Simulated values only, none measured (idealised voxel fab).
process module | voxel gate over fins
cross-section cut | 225 nm wide | cells 5 nm
A cross-section is a grid of square cells, given in bands from the top down. A band is one or more rows of cells.
Each band's line starts with the height of the band's top and of its bottom, in nm. Then come its materials from left to right, each with its width in nm. One material with "throughout" fills the band from edge to edge. "air" is empty space.
Height 0 is the level under which the wafer as received is all one material. The lowest band goes on downwards, as in "0 down".
A width such as "30 to 40" changes by the same amount from each row of cells to the next, from the band's top row to its bottom row.
"no change" after a step means that no cell of the cross-section changed.
closed voids: empty space of 8 cells or more with no open way to the top, each as width x height at its distance from the left edge, in nm
after a step's settings: what the simulator itself notes on the step
overlay nm, on a step with a mask: how far to the right of its planned place the mask lay; to the left if negative
plan
1 op RECEIVE | material Si
2 op CONFORMAL_DEP | material SiN | thk nm 10
3 op PATTERN | tone cover | mask id FINS | material resist | width nm 15 | pitch nm 45 | thk nm 15 | overlay nm 0
4 op DIRECTIONAL_ETCH | etch materials SiN | depth nm 10
5 op DIRECTIONAL_ETCH | etch materials Si | depth nm 30
6 op STRIP | etch materials resist
7 op OXIDIZE | depth nm 5
8 op FILL_DEP | material SiO2 | thk nm 5
9 op CMP | height nm 10
10 op SELECTIVE_ETCH | etch materials SiO2 | depth nm 25
11 op STRIP | etch materials SiN
12 op CONFORMAL_DEP | material HfO2 | thk nm 5
13 op CONFORMAL_DEP | material TiN | thk nm 5
14 op CONFORMAL_DEP | material TiAl | thk nm 5
15 op CONFORMAL_DEP | material TiN | thk nm 5
16 op FILL_DEP | material W | thk nm 10
17 op CMP | height nm 25
18 op CONFORMAL_DEP | material SiCN | thk nm 5
as received, after step 1
  0 down: Si throughout
  closed voids: none
a wafer at the end: this start, this plan, one mistake
  30 to 25: SiCN throughout
  25 to 15: W 55 | TiN 5 | TiAl 100 | TiN 5 | W 60
  15 to 10: TiN 60 | TiAl 100 | TiN 65
  10 to 5: TiAl 75 | TiN 25 | TiAl 20 | TiN 25 | TiAl 80
  5 to 0: TiAl 75 | TiN 5 | HfO2 15 | TiN 5 | TiAl 20 | TiN 5 | HfO2 15 | TiN 5 | TiAl 80
  0 to -5: TiAl 75 | TiN 5 | HfO2 5 | Si 5 | HfO2 5 | TiN 5 | TiAl 20 | TiN 5 | HfO2 5 | Si 5 | HfO2 5 | TiN 5 | TiAl 80
  -5 to -10: TiN 80 | HfO2 5 | Si 5 | HfO2 5 | TiN 30 | HfO2 5 | Si 5 | HfO2 5 | TiN 85
  -10 to -15: HfO2 85 | Si 5 | HfO2 40 | Si 5 | HfO2 90
  -15 to -35: SiO2 85 | Si 5 | SiO2 40 | Si 5 | SiO2 90
  -35 down: Si throughout
  closed voids: none
what went wrong: step 14 ran as: op CONFORMAL_DEP | material TiAl | thk nm 15
